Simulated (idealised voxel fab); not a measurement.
Documented hereafter: the process module known as voxel gate over fins.
Displayed cross-section: cut, width of 155 nm, square cells sized 5 nm.
A cross-section is written here as square cells arranged in a grid, and it is given in bands from the top down, each band taking up one or more rows of cells.
First you get the band's top height and its bottom height, in nm, and then the materials it's made of, left to right, with each width in nm. If you see a single material with "all across", that one covers the band edge to edge. "air" is empty space.
Height reference: 0 = level under which incoming wafer is all one material. Lowest band: no bottom, runs on downward, e.g. "0 -> down".
Width "30..40": first value at the band's top row of cells, second value at its bottom row, equal change from row to row.
Reading "remained the same" for a step: not a cell of the cross-section changed in it.
In "Cavities, sealed" the enclosed voids are listed, meaning empty spaces of 8 cells or larger without any opening to the top. The form is width x height at distance, distance from the left edge, units nm.
Heads up: the bit after the settings on a step's line is the simulator's remark on that step.
If you see "overlay nm" on a step's line and that step has a mask, it's telling you how far right of where it was planned the mask ended up; a negative number means it went left instead.

Planned process steps:
1: RECEIVE,material Si
2: CONFORMAL_DEP,material SiN,thk nm 10
3: DIRECTIONAL_DEP,material aC,thk nm 10
4: PATTERN,tone cover,mask id FINS,material resist,width nm 15,pitch nm 35,thk nm 30,overlay nm 0
5: DIRECTIONAL_ETCH,etch materials aC,depth nm 10
6: STRIP,etch materials resist
7: DIRECTIONAL_ETCH,etch materials SiN,depth nm 10
8: DIRECTIONAL_ETCH,etch materials Si,depth nm 40
9: STRIP,etch materials aC
10: FILL_DEP,material SiO2,thk nm 10
11: CMP,height nm 10
12: SELECTIVE_ETCH,etch materials SiO2,depth nm 20
13: STRIP,etch materials SiN
14: CONFORMAL_DEP,material HfO2,thk nm 5
15: CONFORMAL_DEP,material TiN,thk nm 5
16: CONFORMAL_DEP,material TiAl,thk nm 5
17: CONFORMAL_DEP,material TiN,thk nm 5
18: FILL_DEP,material W,thk nm 15
19: CMP,height nm 30
20: CONFORMAL_DEP,material SiN,thk nm 5

First of two wafers - as planned:

as received, after step 1:
0 -> down  Si all across
Cavities, sealed: none

Cross-section of the wafer after step 2:
10 -> 0  SiN all across
For the remainder of the cross-section, below 0, there is no change.

Cross-section of the wafer after step 3:
20 -> 10  aC all across
For the remainder of the cross-section, below 10, there is no change.

Cross-section of the wafer after step 4:
50 -> 20  air (35) / resist (15) / air (20) / resist (15) / air (20) / resist (15) / air (35)
For the remainder of the cross-section, below 20, there is no change.

Cross-section of the wafer after step 5:
40 -> 20  air (35) / resist (15) / air (20) / resist (15) / air (20) / resist (15) / air (35)
20 -> 10  air (35) / aC (15) / air (20) / aC (15) / air (20) / aC (15) / air (35)
For the remainder of the cross-section, below 10, there is no change.

Cross-section of the wafer after step 6:
20 -> 10  air (35) / aC (15) / air (20) / aC (15) / air (20) / aC (15) / air (35)
For the remainder of the cross-section, below 10, there is no change.

Cross-section of the wafer after step 7:
20 -> 10  air (35) / aC (15) / air (20) / aC (15) / air (20) / aC (15) / air (35)
10 -> 0  air (35) / SiN (15) / air (20) / SiN (15) / air (20) / SiN (15) / air (35)
For the remainder of the cross-section, below 0, there is no change.

Cross-section of the wafer after step 8:
20 -> 10  air (35) / aC (15) / air (20) / aC (15) / air (20) / aC (15) / air (35)
10 -> 0  air (35) / SiN (15) / air (20) / SiN (15) / air (20) / SiN (15) / air (35)
0 -> -40  air (35) / Si (15) / air (20) / Si (15) / air (20) / Si (15) / air (35)
For the remainder of the cross-section, below -40, there is no change.

Cross-section of the wafer after step 9:
10 -> 0  air (35) / SiN (15) / air (20) / SiN (15) / air (20) / SiN (15) / air (35)
For the remainder of the cross-section, below 0, there is no change.

Cross-section of the wafer after step 10:
20 -> 10  SiO2 all across
10 -> 0  SiO2 (35) / SiN (15) / SiO2 (20) / SiN (15) / SiO2 (20) / SiN (15) / SiO2 (35)
0 -> -40  SiO2 (35) / Si (15) / SiO2 (20) / Si (15) / SiO2 (20) / Si (15) / SiO2 (35)
For the remainder of the cross-section, below -40, there is no change.

Cross-section of the wafer after step 11:
10 -> 0  SiO2 (35) / SiN (15) / SiO2 (20) / SiN (15) / SiO2 (20) / SiN (15) / SiO2 (35)
For the remainder of the cross-section, below 0, there is no change.

Cross-section of the wafer after step 12:
10 -> 0  air (35) / SiN (15) / air (20) / SiN (15) / air (20) / SiN (15) / air (35)
0 -> -10  air (35) / Si (15) / air (20) / Si (15) / air (20) / Si (15) / air (35)
For the remainder of the cross-section, below -10, there is no change.

Cross-section of the wafer after step 13:
0 -> -10  air (35) / Si (15) / air (20) / Si (15) / air (20) / Si (15) / air (35)
For the remainder of the cross-section, below -10, there is no change.

Cross-section of the wafer after step 14:
5 -> 0  air (30) / HfO2 (25) / air (10) / HfO2 (25) / air (10) / HfO2 (25) / air (30)
0 -> -5  air (30) / HfO2 (5) / Si (15) / HfO2 (5) / air (10) / HfO2 (5) / Si (15) / HfO2 (5) / air (10) / HfO2 (5) / Si (15) / HfO2 (5) / air (30)
-5 -> -10  HfO2 (35) / Si (15) / HfO2 (20) / Si (15) / HfO2 (20) / Si (15) / HfO2 (35)
For the remainder of the cross-section, below -10, there is no change.

Cross-section of the wafer after step 15:
10 -> 5  air (25) / TiN (105) / air (25)
5 -> 0  air (25) / TiN (5) / HfO2 (25) / TiN (10) / HfO2 (25) / TiN (10) / HfO2 (25) / TiN (5) / air (25)
0 -> -5  TiN (30) / HfO2 (5) / Si (15) / HfO2 (5) / TiN (10) / HfO2 (5) / Si (15) / HfO2 (5) / TiN (10) / HfO2 (5) / Si (15) / HfO2 (5) / TiN (30)
For the remainder of the cross-section, below -5, there is no change.

Cross-section of the wafer after step 16:
15 -> 10  air (20) / TiAl (115) / air (20)
10 -> 5  air (20) / TiAl (5) / TiN (105) / TiAl (5) / air (20)
5 -> 0  TiAl (25) / TiN (5) / HfO2 (25) / TiN (10) / HfO2 (25) / TiN (10) / HfO2 (25) / TiN (5) / TiAl (25)
For the remainder of the cross-section, below 0, there is no change.

Cross-section of the wafer after step 17:
20 -> 15  air (15) / TiN (125) / air (15)
15 -> 10  air (15) / TiN (5) / TiAl (115) / TiN (5) / air (15)
10 -> 5  TiN (20) / TiAl (5) / TiN (105) / TiAl (5) / TiN (20)
For the remainder of the cross-section, below 5, there is no change.

Cross-section of the wafer after step 18:
35 -> 20  W all across
20 -> 15  W (15) / TiN (125) / W (15)
15 -> 10  W (15) / TiN (5) / TiAl (115) / TiN (5) / W (15)
For the remainder of the cross-section, below 10, there is no change.

Cross-section of the wafer after step 19:
30 -> 20  W all across
For the remainder of the cross-section, below 20, there is no change.

Cross-section of the wafer after step 20:
35 -> 30  SiN all across
For the remainder of the cross-section, below 30, there is no change.

Wafer two of two - same starting point, same process plan, one mistake in execution; matches wafer one up to and including step 11:

X-section, second wafer, when step 12 was due to finish:
10 -> 0  SiO2 (35) / air (15) / SiO2 (20) / air (15) / SiO2 (20) / air (15) / SiO2 (35)
For the remainder of the cross-section, below 0, there is no change.

X-section, second wafer, when step 13 was due to finish:
0 -> -10  air (35) / Si (15) / air (20) / Si (15) / air (20) / Si (15) / air (35)
-10 -> -20  SiO2 (15) / air (20) / Si (15) / air (20) / Si (15) / air (20) / Si (15) / air (20) / SiO2 (15)
For the remainder of the cross-section, below -20, there is no change.

X-section, second wafer, when step 14 was due to finish:
5 -> 0  air (30) / HfO2 (25) / air (10) / HfO2 (25) / air (10) / HfO2 (25) / air (30)
0 -> -5  air (30) / HfO2 (5) / Si (15) / HfO2 (5) / air (10) / HfO2 (5) / Si (15) / HfO2 (5) / air (10) / HfO2 (5) / Si (15) / HfO2 (5) / air (30)
-5 -> -10  HfO2 (20) / air (10) / HfO2 (5) / Si (15) / HfO2 (5) / air (10) / HfO2 (5) / Si (15) / HfO2 (5) / air (10) / HfO2 (5) / Si (15) / HfO2 (5) / air (10) / HfO2 (20)
-10 -> -15  SiO2 (15) / HfO2 (5) / air (10) / HfO2 (5) / Si (15) / HfO2 (5) / air (10) / HfO2 (5) / Si (15) / HfO2 (5) / air (10) / HfO2 (5) / Si (15) / HfO2 (5) / air (10) / HfO2 (5) / SiO2 (15)
-15 -> -20  SiO2 (15) / HfO2 (20) / Si (15) / HfO2 (20) / Si (15) / HfO2 (20) / Si (15) / HfO2 (20) / SiO2 (15)
For the remainder of the cross-section, below -20, there is no change.

X-section, second wafer, when step 15 was due to finish:
10 -> 5  air (25) / TiN (105) / air (25)
5 -> 0  air (25) / TiN (5) / HfO2 (25) / TiN (10) / HfO2 (25) / TiN (10) / HfO2 (25) / TiN (5) / air (25)
0 -> -5  TiN (30) / HfO2 (5) / Si (15) / HfO2 (5) / TiN (10) / HfO2 (5) / Si (15) / HfO2 (5) / TiN (10) / HfO2 (5) / Si (15) / HfO2 (5) / TiN (30)
-5 -> -10  HfO2 (20) / TiN (10) / HfO2 (5) / Si (15) / HfO2 (5) / TiN (10) / HfO2 (5) / Si (15) / HfO2 (5) / TiN (10) / HfO2 (5) / Si (15) / HfO2 (5) / TiN (10) / HfO2 (20)
-10 -> -15  SiO2 (15) / HfO2 (5) / TiN (10) / HfO2 (5) / Si (15) / HfO2 (5) / TiN (10) / HfO2 (5) / Si (15) / HfO2 (5) / TiN (10) / HfO2 (5) / Si (15) / HfO2 (5) / TiN (10) / HfO2 (5) / SiO2 (15)
For the remainder of the cross-section, below -15, there is no change.

X-section, second wafer, when step 16 was due to finish:
15 -> 10  air (20) / TiAl (115) / air (20)
10 -> 5  air (20) / TiAl (5) / TiN (105) / TiAl (5) / air (20)
5 -> 0  TiAl (25) / TiN (5) / HfO2 (25) / TiN (10) / HfO2 (25) / TiN (10) / HfO2 (25) / TiN (5) / TiAl (25)
For the remainder of the cross-section, below 0, there is no change.

X-section, second wafer, when step 17 was due to finish:
20 -> 15  air (15) / TiN (125) / air (15)
15 -> 10  air (15) / TiN (5) / TiAl (115) / TiN (5) / air (15)
10 -> 5  TiN (20) / TiAl (5) / TiN (105) / TiAl (5) / TiN (20)
For the remainder of the cross-section, below 5, there is no change.

X-section, second wafer, when step 18 was due to finish:
35 -> 20  W all across
20 -> 15  W (15) / TiN (125) / W (15)
15 -> 10  W (15) / TiN (5) / TiAl (115) / TiN (5) / W (15)
For the remainder of the cross-section, below 10, there is no change.

X-section, second wafer, when step 19 was due to finish:
30 -> 20  W all across
For the remainder of the cross-section, below 20, there is no change.

X-section, second wafer, when step 20 was due to finish:
35 -> 30  SiN all across
For the remainder of the cross-section, below 30, there is no change.
What broke from the plan during processing? steps 12 and 13 were swapped
Wrapping up, a cell-based count of both wafers puts the second over or under the first for these materials: +16 HfO2; -32 SiO2; +16 TiN
